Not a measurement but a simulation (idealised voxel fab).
Title: Process Module voxel gate over fins
It is cross-section cut that appears here, measuring 255 nm in width, its square cells being 5 nm in size.
For the purposes of this document, a cross-section shall be understood as a grid of square cells, specified as bands listed in top-to-bottom order, each band consisting of one or more rows of cells.
In this notation a band is specified by the heights of its top and bottom, in that order and in nm, after which its materials appear from left to right, each paired with its width in nm. The word "full width" attached to a single material means that material fills the band from edge to edge; the word "empty" stands for empty space.
Height 0 is the level under which the wafer as received is all one material. The lowest band goes on downwards, as in "0..down".
It should be noted that a width expressed as "30 to 40" varies in equal increments from row to row of cells within the band, taking the value of the first number at the top row and that of the second number at the bottom row.
"changes: none", as given for a step, is the statement that not any cell of the cross-section underwent a change during that step.
Under "Enclosed cavity list" you'll find the enclosed gaps, the ones with no way out to the top, that are 8 cells or bigger; each reads width x height at distance, with distance counted from the left edge, everything in nm.
Past the settings on a step's line: simulator remark, on that step.
If you see "overlay nm" on a step's line and that step has a mask, it's telling you how far right of where it was planned the mask ended up; a negative number means it went left instead.

-- Listed below are the process steps as planned
1. RECEIVE with material Si
2. CONFORMAL_DEP with material SiN, thk nm 5
3. DIRECTIONAL_DEP with material aC, thk nm 15
4. PATTERN with tone cover, mask id FINS, material resist, width nm 15, pitch nm 50, thk nm 30, overlay nm 0
5. DIRECTIONAL_ETCH with etch materials aC, depth nm 15
6. STRIP with etch materials resist
7. DIRECTIONAL_ETCH with etch materials SiN, depth nm 5
8. DIRECTIONAL_ETCH with etch materials Si, depth nm 40
9. STRIP with etch materials aC
10. OXIDIZE with depth nm 5
11. FILL_DEP with material SiO2, thk nm 15
12. CMP with height nm 5
13. PATTERN with tone open, mask id RAIL, material resist, width nm 15, thk nm 15, overlay nm 0
14. DIRECTIONAL_ETCH with etch materials SiO2, depth nm 40
15. STRIP with etch materials resist
16. CONFORMAL_DEP with material TiN, thk nm 5
17. FILL_DEP with material Ru, thk nm 10
18. CMP with height nm 5
19. SELECTIVE_ETCH with etch materials W Ru TiN, depth nm 25
20. FILL_DEP with material SiO2, thk nm 5
21. CMP with height nm 5
22. SELECTIVE_ETCH with etch materials SiO2, depth nm 15
23. STRIP with etch materials SiN
24. CONFORMAL_DEP with material HfO2, thk nm 5
25. CONFORMAL_DEP with material TiN, thk nm 5
26. CONFORMAL_DEP with material TiAl, thk nm 5
27. CONFORMAL_DEP with material TiN, thk nm 5
28. FILL_DEP with material W, thk nm 10
29. CMP with height nm 25
30. CONFORMAL_DEP with material SiN, thk nm 5

-- Of two wafers, the first: run according to plan

-- Cross-sectional view of the wafer in its as-received condition, corresponding to the state after step 1
> 0..down  Si full width
> Enclosed cavity list: none

-- Once step 2 is through, the wafer looks like this in cross-section
> 5..0  SiN full width
> Rest of section, below 0: as before.

-- Once step 3 is through, the wafer looks like this in cross-section
> 20..5  aC full width
> Rest of section, below 5: as before.

-- Once step 4 is through, the wafer looks like this in cross-section
> 50..20  empty=70 / resist=15 / empty=35 / resist=15 / empty=35 / resist=15 / empty=70
> Rest of section, below 20: as before.

-- Once step 5 is through, the wafer looks like this in cross-section
> 35..20  empty=70 / resist=15 / empty=35 / resist=15 / empty=35 / resist=15 / empty=70
> 20..5  empty=70 / aC=15 / empty=35 / aC=15 / empty=35 / aC=15 / empty=70
> Rest of section, below 5: as before.

-- Once step 6 is through, the wafer looks like this in cross-section
> 20..5  empty=70 / aC=15 / empty=35 / aC=15 / empty=35 / aC=15 / empty=70
> Rest of section, below 5: as before.

-- Once step 7 is through, the wafer looks like this in cross-section
> 20..5  empty=70 / aC=15 / empty=35 / aC=15 / empty=35 / aC=15 / empty=70
> 5..0  empty=70 / SiN=15 / empty=35 / SiN=15 / empty=35 / SiN=15 / empty=70
> Rest of section, below 0: as before.

-- Once step 8 is through, the wafer looks like this in cross-section
> 20..5  empty=70 / aC=15 / empty=35 / aC=15 / empty=35 / aC=15 / empty=70
> 5..0  empty=70 / SiN=15 / empty=35 / SiN=15 / empty=35 / SiN=15 / empty=70
> 0..-40  empty=70 / Si=15 / empty=35 / Si=15 / empty=35 / Si=15 / empty=70
> Rest of section, below -40: as before.

-- Once step 9 is through, the wafer looks like this in cross-section
> 5..0  empty=70 / SiN=15 / empty=35 / SiN=15 / empty=35 / SiN=15 / empty=70
> Rest of section, below 0: as before.

-- Once step 10 is through, the wafer looks like this in cross-section
> 5..0  empty=70 / SiN=15 / empty=35 / SiN=15 / empty=35 / SiN=15 / empty=70
> 0..-40  empty=70 / SiO2=5 / Si=5 / SiO2=5 / empty=35 / SiO2=5 / Si=5 / SiO2=5 / empty=35 / SiO2=5 / Si=5 / SiO2=5 / empty=70
> -40..-45  SiO2=75 / Si=5 / SiO2=45 / Si=5 / SiO2=45 / Si=5 / SiO2=75
> Rest of section, below -45: as before.

-- Once step 11 is through, the wafer looks like this in cross-section
> 20..5  SiO2 full width
> 5..0  SiO2=70 / SiN=15 / SiO2=35 / SiN=15 / SiO2=35 / SiN=15 / SiO2=70
> 0..-45  SiO2=75 / Si=5 / SiO2=45 / Si=5 / SiO2=45 / Si=5 / SiO2=75
> Rest of section, below -45: as before.

-- Once step 12 is through, the wafer looks like this in cross-section
> 5..0  SiO2=70 / SiN=15 / SiO2=35 / SiN=15 / SiO2=35 / SiN=15 / SiO2=70
> Rest of section, below 0: as before.

-- Once step 13 is through, the wafer looks like this in cross-section
> 20..5  resist=95 / empty=15 / resist=145
> Rest of section, below 5: as before.

-- Once step 14 is through, the wafer looks like this in cross-section
> 20..5  resist=95 / empty=15 / resist=145
> 5..0  SiO2=70 / SiN=15 / SiO2=10 / empty=15 / SiO2=10 / SiN=15 / SiO2=35 / SiN=15 / SiO2=70
> 0..-35  SiO2=75 / Si=5 / SiO2=15 / empty=15 / SiO2=15 / Si=5 / SiO2=45 / Si=5 / SiO2=75
> Rest of section, below -35: as before.

-- Once step 15 is through, the wafer looks like this in cross-section
> 5..0  SiO2=70 / SiN=15 / SiO2=10 / empty=15 / SiO2=10 / SiN=15 / SiO2=35 / SiN=15 / SiO2=70
> Rest of section, below 0: as before.

-- Once step 16 is through, the wafer looks like this in cross-section
> 10..5  TiN=100 / empty=5 / TiN=150
> 5..0  SiO2=70 / SiN=15 / SiO2=10 / TiN=5 / empty=5 / TiN=5 / SiO2=10 / SiN=15 / SiO2=35 / SiN=15 / SiO2=70
> 0..-30  SiO2=75 / Si=5 / SiO2=15 / TiN=5 / empty=5 / TiN=5 / SiO2=15 / Si=5 / SiO2=45 / Si=5 / SiO2=75
> -30..-35  SiO2=75 / Si=5 / SiO2=15 / TiN=15 / SiO2=15 / Si=5 / SiO2=45 / Si=5 / SiO2=75
> Rest of section, below -35: as before.

-- Once step 17 is through, the wafer looks like this in cross-section
> 20..10  Ru full width
> 10..5  TiN=100 / Ru=5 / TiN=150
> 5..0  SiO2=70 / SiN=15 / SiO2=10 / TiN=5 / Ru=5 / TiN=5 / SiO2=10 / SiN=15 / SiO2=35 / SiN=15 / SiO2=70
> 0..-30  SiO2=75 / Si=5 / SiO2=15 / TiN=5 / Ru=5 / TiN=5 / SiO2=15 / Si=5 / SiO2=45 / Si=5 / SiO2=75
> Rest of section, below -30: as before.

-- Once step 18 is through, the wafer looks like this in cross-section
> 5..0  SiO2=70 / SiN=15 / SiO2=10 / TiN=5 / Ru=5 / TiN=5 / SiO2=10 / SiN=15 / SiO2=35 / SiN=15 / SiO2=70
> Rest of section, below 0: as before.

-- Once step 19 is through, the wafer looks like this in cross-section
> 5..0  SiO2=70 / SiN=15 / SiO2=10 / empty=15 / SiO2=10 / SiN=15 / SiO2=35 / SiN=15 / SiO2=70
> 0..-20  SiO2=75 / Si=5 / SiO2=15 / empty=15 / SiO2=15 / Si=5 / SiO2=45 / Si=5 / SiO2=75
> Rest of section, below -20: as before.

-- Once step 20 is through, the wafer looks like this in cross-section
> 10..5  SiO2 full width
> 5..0  SiO2=70 / SiN=15 / SiO2=35 / SiN=15 / SiO2=35 / SiN=15 / SiO2=70
> 0..-20  SiO2=75 / Si=5 / SiO2=45 / Si=5 / SiO2=45 / Si=5 / SiO2=75
> Rest of section, below -20: as before.

-- Once step 21 is through, the wafer looks like this in cross-section
> 5..0  SiO2=70 / SiN=15 / SiO2=35 / SiN=15 / SiO2=35 / SiN=15 / SiO2=70
> Rest of section, below 0: as before.

-- Once step 22 is through, the wafer looks like this in cross-section
> 5..0  empty=70 / SiN=15 / empty=35 / SiN=15 / empty=35 / SiN=15 / empty=70
> 0..-10  empty=75 / Si=5 / empty=45 / Si=5 / empty=45 / Si=5 / empty=75
> Rest of section, below -10: as before.

-- Once step 23 is through, the wafer looks like this in cross-section
> 0..-10  empty=75 / Si=5 / empty=45 / Si=5 / empty=45 / Si=5 / empty=75
> Rest of section, below -10: as before.

-- Once step 24 is through, the wafer looks like this in cross-section
> 5..0  empty=70 / HfO2=15 / empty=35 / HfO2=15 / empty=35 / HfO2=15 / empty=70
> 0..-5  empty=70 / HfO2=5 / Si=5 / HfO2=5 / empty=35 / HfO2=5 / Si=5 / HfO2=5 / empty=35 / HfO2=5 / Si=5 / HfO2=5 / empty=70
> -5..-10  HfO2=75 / Si=5 / HfO2=45 / Si=5 / HfO2=45 / Si=5 / HfO2=75
> Rest of section, below -10: as before.

-- Once step 25 is through, the wafer looks like this in cross-section
> 10..5  empty=65 / TiN=25 / empty=25 / TiN=25 / empty=25 / TiN=25 / empty=65
> 5..0  empty=65 / TiN=5 / HfO2=15 / TiN=5 / empty=25 / TiN=5 / HfO2=15 / TiN=5 / empty=25 / TiN=5 / HfO2=15 / TiN=5 / empty=65
> 0..-5  TiN=70 / HfO2=5 / Si=5 / HfO2=5 / TiN=35 / HfO2=5 / Si=5 / HfO2=5 / TiN=35 / HfO2=5 / Si=5 / HfO2=5 / TiN=70
> Rest of section, below -5: as before.

-- Once step 26 is through, the wafer looks like this in cross-section
> 15..10  empty=60 / TiAl=35 / empty=15 / TiAl=35 / empty=15 / TiAl=35 / empty=60
> 10..5  empty=60 / TiAl=5 / TiN=25 / TiAl=5 / empty=15 / TiAl=5 / TiN=25 / TiAl=5 / empty=15 / TiAl=5 / TiN=25 / TiAl=5 / empty=60
> 5..0  TiAl=65 / TiN=5 / HfO2=15 / TiN=5 / TiAl=25 / TiN=5 / HfO2=15 / TiN=5 / TiAl=25 / TiN=5 / HfO2=15 / TiN=5 / TiAl=65
> Rest of section, below 0: as before.

-- Once step 27 is through, the wafer looks like this in cross-section
> 20..15  empty=55 / TiN=45 / empty=5 / TiN=45 / empty=5 / TiN=45 / empty=55
> 15..10  empty=55 / TiN=5 / TiAl=35 / TiN=5 / empty=5 / TiN=5 / TiAl=35 / TiN=5 / empty=5 / TiN=5 / TiAl=35 / TiN=5 / empty=55
> 10..5  TiN=60 / TiAl=5 / TiN=25 / TiAl=5 / TiN=15 / TiAl=5 / TiN=25 / TiAl=5 / TiN=15 / TiAl=5 / TiN=25 / TiAl=5 / TiN=60
> Rest of section, below 5: as before.

-- Once step 28 is through, the wafer looks like this in cross-section
> 30..20  W full width
> 20..15  W=55 / TiN=45 / W=5 / TiN=45 / W=5 / TiN=45 / W=55
> 15..10  W=55 / TiN=5 / TiAl=35 / TiN=5 / W=5 / TiN=5 / TiAl=35 / TiN=5 / W=5 / TiN=5 / TiAl=35 / TiN=5 / W=55
> Rest of section, below 10: as before.

-- Once step 29 is through, the wafer looks like this in cross-section
> 25..20  W full width
> Rest of section, below 20: as before.

-- Once step 30 is through, the wafer looks like this in cross-section
> 30..25  SiN full width
> Rest of section, below 25: as before.

-- For the second wafer, take the first wafer's start and plan, then add one mistake made in running it; everything through step 29, that step included, is shared with the first

-- Second wafer, cross-section, planned end of step 30
> 30..25  SiO2 full width
> Rest of section, below 25: as before.
In executing the process, a mistake was made relative to the plan: step 30, actual vs plan mismatch, actual run CONFORMAL_DEP with material SiO2, thk nm 5
End check, counted in cells, second wafer has more or fewer of these materials than the first: -51 SiN | +51 SiO2
